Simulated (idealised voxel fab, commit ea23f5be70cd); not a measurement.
You're looking at the process module voxel plated lines.
Xsec cut, 195 nm wide, square cell size 5 nm.
How to read a cross-section here: the picture is a grid of square cells, written as bands going from the top down, and any band can span one or more rows of cells.
For a band, the entry starts with two heights in nm, that of the top and then that of the bottom, and carries on with the band's materials in order from left to right, each alongside its width in nm; the word "throughout" beside a single material means it fills the band edge to edge, and "air" means empty space.
Height is counted from the level 0, under which the received wafer is composed throughout of one material. The lowest of the bands is not closed at the bottom but continues downward, in the notation "0 down".
Top row gets the first number, bottom row gets the second, and each row in between changes by the same step: that is how a band width like "30..40" works.
It should be understood that the words "nothing was modified", when stated for a given step, signify that the cross-section underwent no change in any of its cells during that step.
In the "Closed internal voids" entry, you get each enclosed empty space of 8 cells or more, one with no open way to the top, written width x height at distance, distance from the left edge, in nm.
Formally, on a step line, whatever follows the settings is a remark that the simulator itself makes on the step.
"overlay nm" denotes, for a step that has a mask, the displacement of the mask to the right of its planned place, with negative values corresponding to the left.
Listed below are the process steps as planned
| 1 | RECEIVE | material Si |
| 2 | CONFORMAL_DEP | material SiN | thk nm 10 |
| 3 | DIRECTIONAL_DEP | material TiN | thk nm 5 |
| 4 | PATTERN | tone open | mask id LINES | material resist | width nm 20 | pitch nm 40 | thk nm 15 | overlay nm 0 |
| 5 | EPI | material Ru | thk nm 5 |
| 6 | STRIP | etch materials resist |
| 7 | DIRECTIONAL_ETCH | etch materials TiN | depth nm 5 |
| 8 | CONFORMAL_DEP | material SiCN | thk nm 10 |
What follows covers the first of two wafers; it ran as planned
Shown in cross-section is the wafer as received, that is, as it stands after step 1
    0 down | Si throughout
    Closed internal voids: none
After step 2, in cross-section
    10 to 0 | SiN throughout
    below 0: unchanged
After step 3, in cross-section
    15 to 10 | TiN throughout
    below 10: unchanged
After step 4, in cross-section
    30 to 15 | 45 resist | 20 air | 20 resist | 20 air | 20 resist | 20 air | 50 resist
    below 15: unchanged
After step 5, in cross-section
    30 to 20 | 45 resist | 20 air | 20 resist | 20 air | 20 resist | 20 air | 50 resist
    20 to 15 | 45 resist | 20 Ru | 20 resist | 20 Ru | 20 resist | 20 Ru | 50 resist
    below 15: unchanged
After step 6, in cross-section
    20 to 15 | 45 air | 20 Ru | 20 air | 20 Ru | 20 air | 20 Ru | 50 air
    below 15: unchanged
After step 7, in cross-section
    20 to 15 | 45 air | 20 Ru | 20 air | 20 Ru | 20 air | 20 Ru | 50 air
    15 to 10 | 45 air | 20 TiN | 20 air | 20 TiN | 20 air | 20 TiN | 50 air
    below 10: unchanged
After step 8, in cross-section
    30 to 20 | 35 air | 120 SiCN | 40 air
    20 to 15 | 45 SiCN | 20 Ru | 20 SiCN | 20 Ru | 20 SiCN | 20 Ru | 50 SiCN
    15 to 10 | 45 SiCN | 20 TiN | 20 SiCN | 20 TiN | 20 SiCN | 20 TiN | 50 SiCN
    below 10: unchanged
The Second Wafer: Common Origin and Plan, One Mistake in Execution, Identical to the First Through Step 3
The second wafer in cross-section, at the planned close of step 4
    30 to 15 | 55 resist | 20 air | 20 resist | 20 air | 20 resist | 20 air | 40 resist
    below 15: unchanged
The second wafer in cross-section, at the planned close of step 5
    30 to 20 | 55 resist | 20 air | 20 resist | 20 air | 20 resist | 20 air | 40 resist
    20 to 15 | 55 resist | 20 Ru | 20 resist | 20 Ru | 20 resist | 20 Ru | 40 resist
    below 15: unchanged
The second wafer in cross-section, at the planned close of step 6
    20 to 15 | 55 air | 20 Ru | 20 air | 20 Ru | 20 air | 20 Ru | 40 air
    below 15: unchanged
The second wafer in cross-section, at the planned close of step 7
    20 to 15 | 55 air | 20 Ru | 20 air | 20 Ru | 20 air | 20 Ru | 40 air
    15 to 10 | 55 air | 20 TiN | 20 air | 20 TiN | 20 air | 20 TiN | 40 air
    below 10: unchanged
The second wafer in cross-section, at the planned close of step 8
    30 to 20 | 45 air | 120 SiCN | 30 air
    20 to 15 | 55 SiCN | 20 Ru | 20 SiCN | 20 Ru | 20 SiCN | 20 Ru | 40 SiCN
    15 to 10 | 55 SiCN | 20 TiN | 20 SiCN | 20 TiN | 20 SiCN | 20 TiN | 40 SiCN
    below 10: unchanged
Want to know what went wrong? for step 4, the planned setting was not used; the step was instead run as PATTERN | tone open | mask id LINES | material resist | width nm 20 | pitch nm 40 | thk nm 15 | overlay nm 10
Heads up: at the end the two wafers have identical cell counts per material, they're just laid out differently.
